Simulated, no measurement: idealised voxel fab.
A process module follows: voxel quadruple lines.
The figure presents cross-section cut, which has a width of 170 nm and is divided into square cells with an edge length of 5 nm.
The cross-sections in this document take the form of a grid made of square cells. They are written out as bands, in order from top to bottom. Each band consists of one or more rows of cells. The band entry comprises the height of the band's top followed by the height of its bottom, expressed in nm, and subsequently the band's materials from left to right, each stated together with its width in nm. Where a single material is marked with the word "all across", that material fills the band from edge to edge. The word "blank" represents empty space. Heights from 0 (as-received wafer is one material below). Bottom band endless downward, as "0..down". With a width like "30..40", each row of cells in the band differs from the next by the same amount, the top row carrying the first number and the bottom row the second. Step note "all unchanged" = no cross-section cell changed. Look at "Voids, sealed" for the closed voids: empty spaces with no open path to the top, sized 8 cells or up. Each is width x height at distance, distance from the left edge, all nm. Post-settings text on a step line: simulator's own remark regarding the step. overlay nm: mask offset rightward from planned place, masked step; negative means leftward offset.
Set out below are the planned steps of the process:
1. RECEIVE | material Si
2. CONFORMAL_DEP | material Al2O3 | thk nm 10
3. DIRECTIONAL_DEP | material Ru | thk nm 15
4. DIRECTIONAL_DEP | material polySi | thk nm 20
5. DIRECTIONAL_DEP | material aC | thk nm 25
6. PATTERN | tone cover | mask id MANDREL | material resist | width nm 30 | thk nm 30 | overlay nm 0
7. DIRECTIONAL_ETCH | etch materials aC | depth nm 25
8. STRIP | etch materials resist
9. CONFORMAL_DEP | material SiO2 | thk nm 10
10. DIRECTIONAL_ETCH | etch materials SiO2 | depth nm 10
11. STRIP | etch materials aC
12. DIRECTIONAL_ETCH | etch materials polySi | depth nm 20
13. STRIP | etch materials SiO2
14. CONFORMAL_DEP | material SiN | thk nm 10
15. DIRECTIONAL_ETCH | etch materials SiN | depth nm 10
16. STRIP | etch materials polySi
17. DIRECTIONAL_ETCH | etch materials Ru | depth nm 15
18. STRIP | etch materials SiN
19. FILL_DEP | material SiO2 | thk nm 10
20. CMP | height nm 25
Wafer, first of two, run as planned:
Cross-section: wafer on arrival = after step 1:
> 0..down: Si all across
> Voids, sealed: none
Wafer xsec, post step 2:
> 10..0: Al2O3 all across
> Rest of section, below 0: as before.
Wafer xsec, post step 3:
> 25..10: Ru all across
> Rest of section, below 10: as before.
Wafer xsec, post step 4:
> 45..25: polySi all across
> Rest of section, below 25: as before.
Wafer xsec, post step 5:
> 70..45: aC all across
> Rest of section, below 45: as before.
Wafer xsec, post step 6:
> 100..70: blank=70  resist=30  blank=70
> Rest of section, below 70: as before.
Wafer xsec, post step 7:
> 75..70: blank=70  resist=30  blank=70
> 70..45: blank=70  aC=30  blank=70
> Rest of section, below 45: as before.
Wafer xsec, post step 8:
> 70..45: blank=70  aC=30  blank=70
> Rest of section, below 45: as before.
Wafer xsec, post step 9:
> 80..70: blank=60  SiO2=50  blank=60
> 70..55: blank=60  SiO2=10  aC=30  SiO2=10  blank=60
> 55..45: SiO2=70  aC=30  SiO2=70
> Rest of section, below 45: as before.
Wafer xsec, post step 10:
> 70..45: blank=60  SiO2=10  aC=30  SiO2=10  blank=60
> Rest of section, below 45: as before.
Wafer xsec, post step 11:
> 70..45: blank=60  SiO2=10  blank=30  SiO2=10  blank=60
> Rest of section, below 45: as before.
Wafer xsec, post step 12:
> 70..45: blank=60  SiO2=10  blank=30  SiO2=10  blank=60
> 45..25: blank=60  polySi=10  blank=30  polySi=10  blank=60
> Rest of section, below 25: as before.
Wafer xsec, post step 13:
> 45..25: blank=60  polySi=10  blank=30  polySi=10  blank=60
> Rest of section, below 25: as before.
Wafer xsec, post step 14:
> 55..45: blank=50  SiN=30  blank=10  SiN=30  blank=50
> 45..35: blank=50  SiN=10  polySi=10  SiN=10  blank=10  SiN=10  polySi=10  SiN=10  blank=50
> 35..25: SiN=60  polySi=10  SiN=30  polySi=10  SiN=60
> Rest of section, below 25: as before.
Wafer xsec, post step 15:
> 45..25: blank=50  SiN=10  polySi=10  SiN=10  blank=10  SiN=10  polySi=10  SiN=10  blank=50
> Rest of section, below 25: as before.
Wafer xsec, post step 16:
> 45..25: blank=50  SiN=10  blank=10  SiN=10  blank=10  SiN=10  blank=10  SiN=10  blank=50
> Rest of section, below 25: as before.
Wafer xsec, post step 17:
> 45..25: blank=50  SiN=10  blank=10  SiN=10  blank=10  SiN=10  blank=10  SiN=10  blank=50
> 25..10: blank=50  Ru=10  blank=10  Ru=10  blank=10  Ru=10  blank=10  Ru=10  blank=50
> Rest of section, below 10: as before.
Wafer xsec, post step 18:
> 25..10: blank=50  Ru=10  blank=10  Ru=10  blank=10  Ru=10  blank=10  Ru=10  blank=50
> Rest of section, below 10: as before.
Wafer xsec, post step 19:
> 35..25: SiO2 all across
> 25..10: SiO2=50  Ru=10  SiO2=10  Ru=10  SiO2=10  Ru=10  SiO2=10  Ru=10  SiO2=50
> Rest of section, below 10: as before.
Wafer xsec, post step 20:
> 25..10: SiO2=50  Ru=10  SiO2=10  Ru=10  SiO2=10  Ru=10  SiO2=10  Ru=10  SiO2=50
> Rest of section, below 10: as before.
Here the second wafer is described. Its start and its plan were those of the first wafer. Its run contained one mistake. Up to and including step 1, it did exactly what the first wafer did:
Cross-sectional view of the second wafer at the intended end time of process step 2: all unchanged
Cross-sectional view of the second wafer at the intended end time of process step 3:
> 15..0: Ru all across
> Rest of section, below 0: as before.
Cross-sectional view of the second wafer at the intended end time of process step 4:
> 35..15: polySi all across
> Rest of section, below 15: as before.
Cross-sectional view of the second wafer at the intended end time of process step 5:
> 60..35: aC all across
> Rest of section, below 35: as before.
Cross-sectional view of the second wafer at the intended end time of process step 6:
> 90..60: blank=70  resist=30  blank=70
> Rest of section, below 60: as before.
Cross-sectional view of the second wafer at the intended end time of process step 7:
> 65..60: blank=70  resist=30  blank=70
> 60..35: blank=70  aC=30  blank=70
> Rest of section, below 35: as before.
Cross-sectional view of the second wafer at the intended end time of process step 8:
> 60..35: blank=70  aC=30  blank=70
> Rest of section, below 35: as before.
Cross-sectional view of the second wafer at the intended end time of process step 9:
> 70..60: blank=60  SiO2=50  blank=60
> 60..45: blank=60  SiO2=10  aC=30  SiO2=10  blank=60
> 45..35: SiO2=70  aC=30  SiO2=70
> Rest of section, below 35: as before.
Cross-sectional view of the second wafer at the intended end time of process step 10:
> 60..35: blank=60  SiO2=10  aC=30  SiO2=10  blank=60
> Rest of section, below 35: as before.
Cross-sectional view of the second wafer at the intended end time of process step 11:
> 60..35: blank=60  SiO2=10  blank=30  SiO2=10  blank=60
> Rest of section, below 35: as before.
Cross-sectional view of the second wafer at the intended end time of process step 12:
> 60..35: blank=60  SiO2=10  blank=30  SiO2=10  blank=60
> 35..15: blank=60  polySi=10  blank=30  polySi=10  blank=60
> Rest of section, below 15: as before.
Cross-sectional view of the second wafer at the intended end time of process step 13:
> 35..15: blank=60  polySi=10  blank=30  polySi=10  blank=60
> Rest of section, below 15: as before.
Cross-sectional view of the second wafer at the intended end time of process step 14:
> 45..35: blank=50  SiN=30  blank=10  SiN=30  blank=50
> 35..25: blank=50  SiN=10  polySi=10  SiN=10  blank=10  SiN=10  polySi=10  SiN=10  blank=50
> 25..15: SiN=60  polySi=10  SiN=30  polySi=10  SiN=60
> Rest of section, below 15: as before.
Cross-sectional view of the second wafer at the intended end time of process step 15:
> 35..15: blank=50  SiN=10  polySi=10  SiN=10  blank=10  SiN=10  polySi=10  SiN=10  blank=50
> Rest of section, below 15: as before.
Cross-sectional view of the second wafer at the intended end time of process step 16:
> 35..15: blank=50  SiN=10  blank=10  SiN=10  blank=10  SiN=10  blank=10  SiN=10  blank=50
> Rest of section, below 15: as before.
Cross-sectional view of the second wafer at the intended end time of process step 17:
> 35..15: blank=50  SiN=10  blank=10  SiN=10  blank=10  SiN=10  blank=10  SiN=10  blank=50
> 15..0: blank=50  Ru=10  blank=10  Ru=10  blank=10  Ru=10  blank=10  Ru=10  blank=50
> Rest of section, below 0: as before.
Cross-sectional view of the second wafer at the intended end time of process step 18:
> 15..0: blank=50  Ru=10  blank=10  Ru=10  blank=10  Ru=10  blank=10  Ru=10  blank=50
> Rest of section, below 0: as before.
Cross-sectional view of the second wafer at the intended end time of process step 19:
> 25..15: SiO2 all across
> 15..0: SiO2=50  Ru=10  SiO2=10  Ru=10  SiO2=10  Ru=10  SiO2=10  Ru=10  SiO2=50
> Rest of section, below 0: as before.
Cross-sectional view of the second wafer at the intended end time of process step 20: all unchanged
Diagnosis: heads up, step 2 of the plan was skipped and never actually ran
Per the end-of-run cell counts, the second wafer holds more or fewer of some materials than the first: 68 fewer of Al2O3 | 68 more of SiO2
